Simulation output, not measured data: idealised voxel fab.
The process module that follows is named voxel transistor to metal.
Cross-section cut: width 185 nm, square cells of 5 nm.
When this document writes out a cross-section, it uses a grid of square cells and lists it as bands, beginning at the top and moving down, with a band standing for one or more rows of cells. Band: top height; bottom height; in nm. Then, left to right: material with width in nm, for each material. "all across": a single material spanning edge to edge. "blank": empty space. A quick word on heights: they are counted from 0, and under that level the wafer as it came to us is one material throughout. The lowest band is different from the rest in having no bottom; it simply continues downward, written as in "0 -> down". So if you see something like "30..40" for the width, read it as the top row of the band sitting at the first number and the bottom row at the second, with every row in between moving by the same amount as the last. It should be understood that the words "nothing altered", when stated for a given step, signify that the cross-section underwent no change in any of its cells during that step. Enclosed void list: empty space of 8 cells or more with no open way to the top, each as width x height at its distance from the left edge, in nm. Read whatever lies past the settings on a step's line as the simulator's own remark about the step. "overlay nm" denotes, for a step that has a mask, the displacement of the mask to the right of its planned place, with negative values corresponding to the left.

### Steps in the process plan
step 1: RECEIVE [material Si]
step 2: OXIDIZE [depth nm 5]
step 3: CONFORMAL_DEP [material SiN] [thk nm 15]
step 4: DIRECTIONAL_DEP [material aC] [thk nm 10]
step 5: PATTERN [tone cover] [mask id ACTIVE] [material resist] [width nm 105] [thk nm 30] [overlay nm -15]
step 6: DIRECTIONAL_ETCH [etch materials aC] [depth nm 10]
step 7: STRIP [etch materials resist]
step 8: DIRECTIONAL_ETCH [etch materials SiN] [depth nm 15]
step 9: DIRECTIONAL_ETCH [etch materials SiO2] [depth nm 5]
step 10: DIRECTIONAL_ETCH [etch materials Si] [depth nm 35]
step 11: STRIP [etch materials aC]
step 12: FILL_DEP [material SiO2] [thk nm 10]
step 13: CMP [height nm 15]
step 14: SELECTIVE_ETCH [etch materials SiO2] [depth nm 10]
step 15: STRIP [etch materials SiN]
step 16: SELECTIVE_ETCH [etch materials SiO2] [depth nm 5]
step 17: OXIDIZE [depth nm 5]
step 18: DIRECTIONAL_DEP [material polySi] [thk nm 20]
step 19: DIRECTIONAL_DEP [material SiCN] [thk nm 10]
step 20: MASKED_ETCH [tone cover] [mask id GATE] [width nm 25] [etch materials SiCN] [depth nm 20] [overlay nm 0]
step 21: MASKED_ETCH [tone cover] [mask id GATE] [width nm 25] [etch materials polySi] [depth nm 30] [overlay nm 0]
step 22: CONFORMAL_DEP [material SiN] [thk nm 5]
step 23: DIRECTIONAL_ETCH [etch materials SiN] [depth nm 5]
step 24: DIRECTIONAL_ETCH [etch materials SiO2] [depth nm 5]
step 25: DIRECTIONAL_ETCH [etch materials Si] [depth nm 10]
step 26: EPI [material pSi] [thk nm 10]
step 27: FILL_DEP [material SiO2] [thk nm 10]
step 28: CMP [height nm 25]
step 29: DIRECTIONAL_DEP [material SiO2] [thk nm 10]
step 30: PATTERN [tone open] [mask id CONTACT] [material resist] [width nm 30] [pitch nm 65] [thk nm 15] [overlay nm 0]
step 31: DIRECTIONAL_ETCH [etch materials SiO2] [depth nm 45]
step 32: STRIP [etch materials resist]
step 33: CONFORMAL_DEP [material TiN] [thk nm 5]
step 34: FILL_DEP [material Ru] [thk nm 10]
step 35: CMP [height nm 35]
step 36: DIRECTIONAL_DEP [material TiN] [thk nm 5]
step 37: DIRECTIONAL_DEP [material W] [thk nm 20]
step 38: DIRECTIONAL_DEP [material aC] [thk nm 15]
step 39: PATTERN [tone cover] [mask id METAL_1] [material resist] [width nm 15] [pitch nm 80] [thk nm 35] [overlay nm 0]
step 40: DIRECTIONAL_ETCH [etch materials aC] [depth nm 15]
step 41: STRIP [etch materials resist]
step 42: DIRECTIONAL_ETCH [etch materials W] [depth nm 20]
step 43: DIRECTIONAL_ETCH [etch materials TiN] [depth nm 5]
step 44: STRIP [etch materials aC]
step 45: FILL_DEP [material SiO2] [thk nm 10]
step 46: CMP [height nm 60]
step 47: CONFORMAL_DEP [material SiCN] [thk nm 5]
step 48: DIRECTIONAL_DEP [material lowk] [thk nm 30]
step 49: DIRECTIONAL_DEP [material aC] [thk nm 10]
step 50: PATTERN [tone open] [mask id METAL_2] [material resist] [width nm 15] [pitch nm 80] [thk nm 25] [overlay nm 0]
step 51: DIRECTIONAL_ETCH [etch materials aC] [depth nm 10]
step 52: STRIP [etch materials resist]
step 53: DIRECTIONAL_ETCH [etch materials lowk] [depth nm 15]
step 54: STRIP [etch materials aC]
step 55: DIRECTIONAL_DEP [material aC] [thk nm 10]
step 56: PATTERN [tone open] [mask id METAL_2_HOLES] [material resist] [width nm 15] [pitch nm 80] [thk nm 25] [overlay nm 0]
step 57: DIRECTIONAL_ETCH [etch materials aC] [depth nm 10]
step 58: STRIP [etch materials resist]
step 59: DIRECTIONAL_ETCH [etch materials lowk] [depth nm 15]
step 60: DIRECTIONAL_ETCH [etch materials SiCN] [depth nm 5]
step 61: STRIP [etch materials aC]
step 62: CONFORMAL_DEP [material TiN] [thk nm 5]
step 63: FILL_DEP [material Cu] [thk nm 10]
step 64: CMP [height nm 95]
step 65: CONFORMAL_DEP [material SiCN] [thk nm 5]
All wafers enter the flow in the same state. The overlay nm at step 5 differs from wafer to wafer, and the plan gives the value for the first wafer.

### Cross-section: the first of several wafers in its as-received state, i.e. following step 1
  0 -> down: Si all across
  Enclosed void list: none

### The figure below presents a cross-section of the first of several wafers at the conclusion of the module, following its last step, step 65
  100 -> 95: SiCN all across
  95 -> 65: 45 lowk, 5 TiN, 5 Cu, 5 TiN, 65 lowk, 5 TiN, 5 Cu, 5 TiN, 45 lowk
  65 -> 60: 45 SiCN, 15 TiN, 65 SiCN, 15 TiN, 45 SiCN
  60 -> 40: 45 SiO2, 15 W, 65 SiO2, 15 W, 45 SiO2
  40 -> 35: 45 SiO2, 15 TiN, 65 SiO2, 15 TiN, 45 SiO2
  35 -> 25: 45 SiO2, 5 TiN, 20 Ru, 5 TiN, 35 SiO2, 5 TiN, 20 Ru, 5 TiN, 45 SiO2
  25 -> 15: 45 SiO2, 5 TiN, 20 Ru, 5 TiN, 5 SiN, 25 SiCN, 5 SiN, 5 TiN, 20 Ru, 5 TiN, 45 SiO2
  15 -> 5: 45 SiO2, 5 TiN, 20 Ru, 5 TiN, 5 SiN, 25 polySi, 5 SiN, 5 TiN, 20 Ru, 5 TiN, 45 SiO2
  5 -> 0: 45 SiO2, 5 TiN, 10 Ru, 15 TiN, 5 SiN, 25 polySi, 5 SiN, 30 TiN, 45 SiO2
  0 -> -5: 20 SiO2, 5 SiN, 20 SiO2, 5 TiN, 10 Ru, 5 TiN, 10 pSi, 5 SiN, 25 polySi, 5 SiN, 10 pSi, 10 TiN, 5 SiN, 5 TiN, 45 SiO2
  -5 -> -10: 45 SiO2, 20 TiN, 10 pSi, 35 SiO2, 10 pSi, 10 TiN, 5 SiO2, 5 TiN, 45 SiO2
  -10 -> -20: 25 SiO2, 50 pSi, 35 Si, 20 pSi, 55 SiO2
  -20 -> -40: 25 SiO2, 105 Si, 55 SiO2
  -40 -> down: Si all across
  Enclosed void list: none

### Sectional view of the last wafer upon completion of the module
  100 -> 95: SiCN all across
  95 -> 65: 45 lowk, 5 TiN, 5 Cu, 5 TiN, 65 lowk, 5 TiN, 5 Cu, 5 TiN, 45 lowk
  65 -> 60: 45 SiCN, 15 TiN, 65 SiCN, 15 TiN, 45 SiCN
  60 -> 40: 45 SiO2, 15 W, 65 SiO2, 15 W, 45 SiO2
  40 -> 35: 45 SiO2, 15 TiN, 65 SiO2, 15 TiN, 45 SiO2
  35 -> 25: 45 SiO2, 5 TiN, 20 Ru, 5 TiN, 35 SiO2, 5 TiN, 20 Ru, 5 TiN, 45 SiO2
  25 -> 15: 45 SiO2, 5 TiN, 20 Ru, 5 TiN, 5 SiN, 25 SiCN, 5 SiN, 5 TiN, 20 Ru, 5 TiN, 45 SiO2
  15 -> 5: 45 SiO2, 5 TiN, 20 Ru, 5 TiN, 5 SiN, 25 polySi, 5 SiN, 5 TiN, 20 Ru, 5 TiN, 45 SiO2
  5 -> 0: 45 SiO2, 30 TiN, 5 SiN, 25 polySi, 5 SiN, 15 TiN, 10 Ru, 5 TiN, 45 SiO2
  0 -> -5: 45 SiO2, 5 TiN, 5 SiN, 10 TiN, 10 pSi, 5 SiN, 25 polySi, 5 SiN, 10 pSi, 5 TiN, 10 Ru, 5 TiN, 20 SiO2, 5 SiN, 20 SiO2
  -5 -> -10: 45 SiO2, 5 TiN, 5 SiO2, 10 TiN, 10 pSi, 35 SiO2, 10 pSi, 20 TiN, 45 SiO2
  -10 -> -20: 55 SiO2, 20 pSi, 35 Si, 50 pSi, 25 SiO2
  -20 -> -40: 55 SiO2, 105 Si, 25 SiO2
  -40 -> down: Si all across
  Enclosed void list: none

### Here is how to read the rows: every wafer has a row, and it shows the wafer at the end of the module, giving for each material how many cells were gained (+) or lost (-) since the wafer was received, then listing its closed voids
overlay nm -15, +12 Cu, +52 Ru, -198 Si, +78 SiCN, +14 SiN, +434 SiO2, +82 TiN, +24 W, +186 lowk, +36 pSi, +20 polySi, Enclosed void list: none
overlay nm -10, +12 Cu, +54 Ru, -198 Si, +78 SiCN, +14 SiN, +434 SiO2, +80 TiN, +24 W, +186 lowk, +36 pSi, +20 polySi, Enclosed void list: none
overlay nm -5, +12 Cu, +56 Ru, -198 Si, +78 SiCN, +14 SiN, +432 SiO2, +80 TiN, +24 W, +186 lowk, +36 pSi, +20 polySi, Enclosed void list: none
overlay nm 0, +12 Cu, +56 Ru, -198 Si, +78 SiCN, +14 SiN, +432 SiO2, +80 TiN, +24 W, +186 lowk, +36 pSi, +20 polySi, Enclosed void list: none
overlay nm 5, +12 Cu, +56 Ru, -198 Si, +78 SiCN, +14 SiN, +432 SiO2, +80 TiN, +24 W, +186 lowk, +36 pSi, +20 polySi, Enclosed void list: none
overlay nm 10, +12 Cu, +54 Ru, -198 Si, +78 SiCN, +14 SiN, +434 SiO2, +80 TiN, +24 W, +186 lowk, +36 pSi, +20 polySi, Enclosed void list: none
overlay nm 15, +12 Cu, +52 Ru, -198 Si, +78 SiCN, +14 SiN, +434 SiO2, +82 TiN, +24 W, +186 lowk, +36 pSi, +20 polySi, Enclosed void list: none
